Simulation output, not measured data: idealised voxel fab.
process module | voxel transistor to metal
cross-section cut | 270 nm wide | cells 5 nm
A cross-section is a grid of square cells, given in bands from the top down. A band is one or more rows of cells.
Each band's line starts with the height of the band's top and of its bottom, in nm. Then come its materials from left to right, each with its width in nm. One material with "throughout" fills the band from edge to edge. "air" is empty space.
Height 0 is the level under which the wafer as received is all one material. The lowest band goes on downwards, as in "0 down".
A width such as "30 to 40" changes by the same amount from each row of cells to the next, from the band's top row to its bottom row.
"no change" after a step means that no cell of the cross-section changed.
closed voids: empty space of 8 cells or more with no open way to the top, each as width x height at its distance from the left edge, in nm
after a step's settings: what the simulator itself notes on the step
overlay nm, on a step with a mask: how far to the right of its planned place the mask lay; to the left if negative
plan
1 op RECEIVE | material Si
2 op CONFORMAL_DEP | material SiO2 | thk nm 5
3 op CONFORMAL_DEP | material SiN | thk nm 15
4 op PATTERN | tone cover | mask id ACTIVE | material resist | width nm 100 | pitch nm 130 | thk nm 20 | overlay nm 0
5 op DIRECTIONAL_ETCH | etch materials SiN | depth nm 15
6 op DIRECTIONAL_ETCH | etch materials SiO2 | depth nm 5
7 op DIRECTIONAL_ETCH | etch materials Si | depth nm 30
8 op STRIP | etch materials resist
9 op OXIDIZE | depth nm 5
10 op FILL_DEP | material SiO2 | thk nm 5
11 op CMP | height nm 20
12 op SELECTIVE_ETCH | etch materials SiO2 | depth nm 15
13 op STRIP | etch materials SiN
14 op SELECTIVE_ETCH | etch materials SiO2 | depth nm 5
15 op OXIDIZE | depth nm 5
16 op DIRECTIONAL_DEP | material polySi | thk nm 25
17 op DIRECTIONAL_DEP | material SiCN | thk nm 10
18 op MASKED_ETCH | tone cover | mask id GATE | width nm 20 | pitch nm 130 | etch materials SiCN | depth nm 20 | overlay nm 0
19 op MASKED_ETCH | tone cover | mask id GATE | width nm 20 | pitch nm 130 | etch materials polySi | depth nm 35 | overlay nm 0
20 op CONFORMAL_DEP | material SiO2 | thk nm 5
21 op DIRECTIONAL_ETCH | etch materials SiO2 | depth nm 5
22 op CONFORMAL_DEP | material SiN | thk nm 5
23 op DIRECTIONAL_ETCH | etch materials SiN | depth nm 5
24 op DIRECTIONAL_ETCH | etch materials SiO2 | depth nm 5
25 op DIRECTIONAL_ETCH | etch materials Si | depth nm 15
26 op EPI | material pSi | thk nm 20
27 op FILL_DEP | material SiO2 | thk nm 5
28 op CMP | height nm 35
29 op DIRECTIONAL_DEP | material SiO2 | thk nm 15
30 op MASKED_ETCH | tone open | mask id CONTACT | width nm 15 | etch materials SiO2 | depth nm 50 | overlay nm 0
31 op CONFORMAL_DEP | material TiN | thk nm 5
32 op FILL_DEP | material Ru | thk nm 10
33 op CMP | height nm 50
34 op CONFORMAL_DEP | material SiN | thk nm 5
35 op DIRECTIONAL_DEP | material lowk | thk nm 15
36 op PATTERN | tone open | mask id METAL_1 | material resist | width nm 15 | thk nm 20 | overlay nm 0
37 op DIRECTIONAL_ETCH | etch materials lowk | depth nm 15
38 op DIRECTIONAL_ETCH | etch materials SiN | depth nm 5
39 op STRIP | etch materials resist
40 op CONFORMAL_DEP | material TiN | thk nm 5
41 op FILL_DEP | material W | thk nm 5
42 op CMP | height nm 70
43 op EPI | material Ru | thk nm 5
44 op FILL_DEP | material SiCN | thk nm 5
as received, after step 1
  0 down: Si throughout
  closed voids: none
a wafer at the end: this start, this plan, one mistake
  80 to 75: SiCN throughout
  75 to 70: SiCN 20 | Ru 25 | SiCN 50 | Ru 25 | SiCN 30 | Ru 25 | SiCN 50 | Ru 25 | SiCN 20
  70 to 55: lowk 25 | TiN 5 | W 5 | TiN 5 | lowk 60 | TiN 5 | W 5 | TiN 5 | lowk 40 | TiN 5 | W 5 | TiN 5 | lowk 60 | TiN 5 | W 5 | TiN 5 | lowk 25
  55 to 50: SiN 25 | TiN 15 | SiN 60 | TiN 15 | SiN 40 | TiN 15 | SiN 60 | TiN 15 | SiN 25
  50 to 35: SiO2 25 | TiN 5 | Ru 5 | TiN 5 | SiO2 60 | TiN 5 | Ru 5 | TiN 5 | SiO2 40 | TiN 5 | Ru 5 | TiN 5 | SiO2 60 | TiN 5 | Ru 5 | TiN 5 | SiO2 25
  35 to 25: SiO2 25 | TiN 5 | Ru 5 | TiN 5 | SiO2 10 | SiN 5 | SiO2 5 | SiCN 25 | SiO2 5 | SiN 5 | SiO2 5 | TiN 5 | Ru 5 | TiN 5 | SiO2 40 | TiN 5 | Ru 5 | TiN 5 | SiO2 10 | SiN 5 | SiO2 5 | SiCN 25 | SiO2 5 | SiN 5 | SiO2 5 | TiN 5 | Ru 5 | TiN 5 | SiO2 25
  25 to 20: SiO2 25 | TiN 5 | Ru 5 | TiN 5 | SiO2 10 | SiN 5 | SiO2 5 | polySi 25 | SiO2 5 | SiN 5 | SiO2 5 | TiN 5 | Ru 5 | TiN 5 | SiO2 40 | TiN 5 | Ru 5 | TiN 5 | SiO2 10 | SiN 5 | SiO2 5 | polySi 25 | SiO2 5 | SiN 5 | SiO2 5 | TiN 5 | Ru 5 | TiN 5 | SiO2 25
  20 to 15: SiO2 25 | TiN 15 | SiO2 10 | SiN 5 | SiO2 5 | polySi 25 | SiO2 5 | SiN 5 | SiO2 5 | TiN 15 | SiO2 40 | TiN 15 | SiO2 10 | SiN 5 | SiO2 5 | polySi 25 | SiO2 5 | SiN 5 | SiO2 5 | TiN 15 | SiO2 25
  15 to 0: SiO2 25 | TiN 5 | pSi 20 | SiN 5 | SiO2 5 | polySi 25 | SiO2 5 | SiN 5 | pSi 20 | SiO2 40 | TiN 5 | pSi 20 | SiN 5 | SiO2 5 | polySi 25 | SiO2 5 | SiN 5 | pSi 20 | SiO2 25
  0 to -5: SiO2 20 | pSi 30 | SiO2 45 | pSi 25 | SiO2 30 | pSi 30 | SiO2 45 | pSi 25 | SiO2 20
  -5 to -20: SiO2 25 | pSi 25 | Si 45 | pSi 20 | SiO2 40 | pSi 25 | Si 45 | pSi 20 | SiO2 25
  -20 to -35: SiO2 25 | Si 90 | SiO2 40 | Si 90 | SiO2 25
  -35 down: Si throughout
  closed voids: none
what went wrong: step 18 ran as: op MASKED_ETCH | tone cover | mask id GATE | width nm 25 | pitch nm 130 | etch materials SiCN | depth nm 20 | overlay nm 0
